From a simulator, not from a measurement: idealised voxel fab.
Process module under the name voxel spacer lines
The width of the displayed cross-section, cut, is 205 nm; its cells are square, with a size of 5 nm.
Cross-section format: a grid of square cells, given as bands from top to bottom; each band is one or more rows of cells. The band entry comprises the height of the band's top followed by the height of its bottom, expressed in nm, and subsequently the band's materials from left to right, each stated together with its width in nm. Where a single material is marked with the word "full width", that material fills the band from edge to edge. The word "air" represents empty space. Heights are reckoned from 0. Under this level, the received wafer is all of one material. The bottommost band is open-ended downward, for example "0 -> down". So if you see something like "30->40" for the width, read it as the top row of the band sitting at the first number and the bottom row at the second, with every row in between moving by the same amount as the last. "identical to before" for a step: no cell of the cross-section changed in that step. "Voids, sealed": sealed empty spaces, 8 cells or more, no open way to top, listed width x height at distance, with distance from the left edge and width, height and distance in nm. Past the settings on a step's line: simulator remark, on that step. The optional step-line setting "overlay nm" applies to steps with a mask and quantifies how far to the right of its planned location the mask lay, a negative value indicating leftward placement.
These are the steps we planned for the process:
1) RECEIVE: material Si
2) CONFORMAL_DEP: material Al2O3, thk nm 10
3) DIRECTIONAL_DEP: material W, thk nm 15
4) DIRECTIONAL_DEP: material aC, thk nm 20
5) PATTERN: tone cover, mask id MANDREL, material resist, width nm 15, pitch nm 50, thk nm 25, overlay nm 0
6) DIRECTIONAL_ETCH: etch materials aC, depth nm 20
7) STRIP: etch materials resist
8) CONFORMAL_DEP: material SiO2, thk nm 10
9) DIRECTIONAL_ETCH: etch materials SiO2, depth nm 10
10) STRIP: etch materials aC
11) DIRECTIONAL_ETCH: etch materials W, depth nm 15
12) STRIP: etch materials SiO2
13) FILL_DEP: material SiO2, thk nm 10
14) CMP: height nm 25
For clarity, it should be stated that the wafers under discussion commence in an identical condition and differ with respect to the width nm of step 5, the plan indicating the value that the first wafer had.
Cut through the first of several wafers as received, post step 1:
	0 -> down | Si full width
	Voids, sealed: none
First wafer of several, cross-section, module end, after step 14 (last):
	25 -> 10 | 60 nm SiO2, then 10 nm W, then 15 nm SiO2, then 10 nm W, then 15 nm SiO2, then 10 nm W, then 15 nm SiO2, then 10 nm W, then 60 nm SiO2
	10 -> 0 | Al2O3 full width
	0 -> down | Si full width
	Voids, sealed: none
Cross-section, last wafer, module completion:
	25 -> 10 | 55 nm SiO2, then 10 nm W, then 30 nm SiO2, then 20 nm W, then 30 nm SiO2, then 10 nm W, then 50 nm SiO2
	10 -> 0 | Al2O3 full width
	0 -> down | Si full width
	Voids, sealed: none
Gained (+) or lost (-) cells of each material since receipt, then closed voids: one row per wafer, at the end of the module:
width nm 15 | +82 Al2O3 | +99 SiO2 | +24 W | Voids, sealed: none
width nm 20 | +82 Al2O3 | +99 SiO2 | +24 W | Voids, sealed: none
width nm 25 | +82 Al2O3 | +99 SiO2 | +24 W | Voids, sealed: none
width nm 30 | +82 Al2O3 | +99 SiO2 | +24 W | Voids, sealed: none
